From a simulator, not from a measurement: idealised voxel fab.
This section sets out a process module, namely voxel self aligned vias.
The cross-section on display is named cut; it measures 150 nm wide, and its cells are 5 nm squares.
A cross-section in this document is a grid of square cells, and it is written down as bands, the top band listed before the ones below it; a band is made up of one or more rows of cells. First you get the band's top height and its bottom height, in nm, and then the materials it's made of, left to right, with each width in nm. If you see a single material with "everywhere", that one covers the band edge to edge. "blank" is empty space. Where do heights start? At 0: under that level the wafer as delivered is made of one material only. And the lowest band has no floor; it just carries on downward, as in "z 0 and below". Top row gets the first number, bottom row gets the second, and each row in between changes by the same step: that is how a band width like "30..40" works. Step note "changes: none" = no cross-section cell changed. Empty spaces without an open route to the top, at least 8 cells in extent, make up the entry "Internal closed voids"; each is given as width x height at distance, where the distance is measured from the left edge, and all are in nm. If you see something after the settings on a step's line, that's the simulator's own remark about that step. overlay nm, on a step with a mask: how far to the right of its planned place the mask lay; to the left if negative.
Process steps - plan:
| 1 | RECEIVE,material Si |
| 2 | CONFORMAL_DEP,material SiO2,thk nm 10 |
| 3 | CONFORMAL_DEP,material SiCN,thk nm 5 |
| 4 | DIRECTIONAL_DEP,material SiO2,thk nm 30 |
| 5 | MASKED_ETCH,tone open,mask id LINES,width nm 30,pitch nm 55,etch materials SiO2,depth nm 30,overlay nm 0 |
| 6 | CONFORMAL_DEP,material TiN,thk nm 5 |
| 7 | FILL_DEP,material Ru,thk nm 5 |
| 8 | CMP,height nm 45 |
| 9 | SELECTIVE_ETCH,etch materials W Ru TiN,depth nm 10 |
| 10 | FILL_DEP,material SiN,thk nm 10 |
| 11 | CMP,height nm 45 |
| 12 | DIRECTIONAL_DEP,material SiO2,thk nm 15 |
| 13 | PATTERN,tone open,mask id VIAS,material resist,width nm 40,thk nm 20,overlay nm 0 |
| 14 | DIRECTIONAL_ETCH,etch materials SiO2,depth nm 15 |
| 15 | DIRECTIONAL_ETCH,etch materials SiN,depth nm 10 |
| 16 | STRIP,etch materials resist |
| 17 | CONFORMAL_DEP,material TiN,thk nm 5 |
| 18 | FILL_DEP,material Cu,thk nm 5 |
| 19 | CMP,height nm 60 |
| 20 | CONFORMAL_DEP,material SiCN,thk nm 5 |
Cross-section of the wafer as it came to us, i.e., already through step 1:
- z 0 and below  Si everywhere
- Internal closed voids: none
The plan above was carried out on the starting structure above with one mistake, and this cross-section shows the wafer at the end of the module:
- z 65 to 60  SiCN everywhere
- z 60 to 50  Cu: 20  TiN: 5  SiO2: 40  TiN: 5  Cu: 80
- z 50 to 45  TiN: 25  SiO2: 40  TiN: 25  Cu: 20  TiN: 40
- z 45 to 40  SiO2: 30  SiN: 30  SiO2: 25  TiN: 5  Cu: 20  TiN: 5  SiO2: 35
- z 40 to 35  SiO2: 30  SiN: 30  SiO2: 25  TiN: 30  SiO2: 35
- z 35 to 20  SiO2: 30  TiN: 5  Ru: 20  TiN: 5  SiO2: 25  TiN: 5  Ru: 20  TiN: 5  SiO2: 35
- z 20 to 15  SiO2: 30  TiN: 30  SiO2: 25  TiN: 30  SiO2: 35
- z 15 to 10  SiCN everywhere
- z 10 to 0  SiO2 everywhere
- z 0 and below  Si everywhere
- Internal closed voids: none
What was done differently from what was planned? it should be noted that step 13 was executed with settings other than those planned, the operation and settings actually applied being PATTERN,tone cover,mask id VIAS,material resist,width nm 40,thk nm 20,overlay nm 0
